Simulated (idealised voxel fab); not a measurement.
Proc. module: voxel ribs on slabs
Section shown: cut. Width: 165 nm. Cell size: 5 nm, square.
Notation: cross-section as square-cell grid; stated in bands, top first, going down; one or more cell rows per band. It is stipulated that each band's entry specify, in nanometres, the height of the top of the band and then that of its bottom, followed by the materials of the band in left-to-right sequence, each together with its width in nanometres. A single material marked by the word "full width" is understood to fill the band from edge to edge; the word "empty" is understood to denote empty space. Below 0: as-received wafer, all one material; heights counted from there. Lowest band: no bottom, goes on down, written "top 0, no bottom". Per-row width for "30 to 40": begins at first number (top row of band), ends at second number (bottom row), increment between rows held constant. Basically "changes: none" means that step didn't change any cell in the cross-section. "Enclosed internal cavities" contains a list of empty spaces, each no smaller than 8 cells and without an open way to the top, written in the form width x height at distance with the distance from the left edge and all three in nm. Post-settings text on a step line: simulator's own remark regarding the step. "overlay nm" on a masked step: distance the mask lay right of its planned place, negative for left.

### Steps planned for the process
- 1: op RECEIVE | material Si
- 2: op DIRECTIONAL_DEP | material SiO2 | thk nm 20
- 3: op DIRECTIONAL_DEP | material polySi | thk nm 20
- 4: op PATTERN | tone cover | mask id RIB | material resist | width nm 15 | thk nm 15 | overlay nm 0
- 5: op DIRECTIONAL_ETCH | etch materials polySi | depth nm 15
- 6: op STRIP | etch materials resist
- 7: op DIRECTIONAL_DEP | material aC | thk nm 15
- 8: op PATTERN | tone cover | mask id SLAB | material resist | width nm 55 | thk nm 30 | overlay nm 0
- 9: op DIRECTIONAL_ETCH | etch materials aC | depth nm 15
- 10: op STRIP | etch materials resist
- 11: op DIRECTIONAL_ETCH | etch materials polySi | depth nm 5
- 12: op STRIP | etch materials aC
- 13: op FILL_DEP | material SiO2 | thk nm 30
- 14: op CMP | height nm 60
- 15: op DIRECTIONAL_DEP | material W | thk nm 5
- 16: op DIRECTIONAL_DEP | material aC | thk nm 15
- 17: op PATTERN | tone cover | mask id HEATER | material resist | width nm 25 | thk nm 35 | overlay nm 0
- 18: op DIRECTIONAL_ETCH | etch materials aC | depth nm 15
- 19: op STRIP | etch materials resist
- 20: op DIRECTIONAL_ETCH | etch materials W | depth nm 5
- 21: op STRIP | etch materials aC
- 22: op CONFORMAL_DEP | material SiO2 | thk nm 5

### Wafer cross-section on receipt, i.e. after step 1
- top 0, no bottom: Si full width
- Enclosed internal cavities: none

### Wafer at module end, in section. Began as above, planned as above, run with one mistake
- top 70, bottom 65: empty: 65 / SiO2: 35 / empty: 65
- top 65, bottom 60: SiO2: 70 / W: 25 / SiO2: 70
- top 60, bottom 35: SiO2 full width
- top 35, bottom 25: SiO2: 75 / polySi: 15 / SiO2: 75
- top 25, bottom 20: SiO2: 55 / polySi: 55 / SiO2: 55
- top 20, bottom 0: SiO2 full width
- top 0, no bottom: Si full width
- Enclosed internal cavities: none
Finding, execution versus plan: sequence error: steps 6 and 7 interchanged
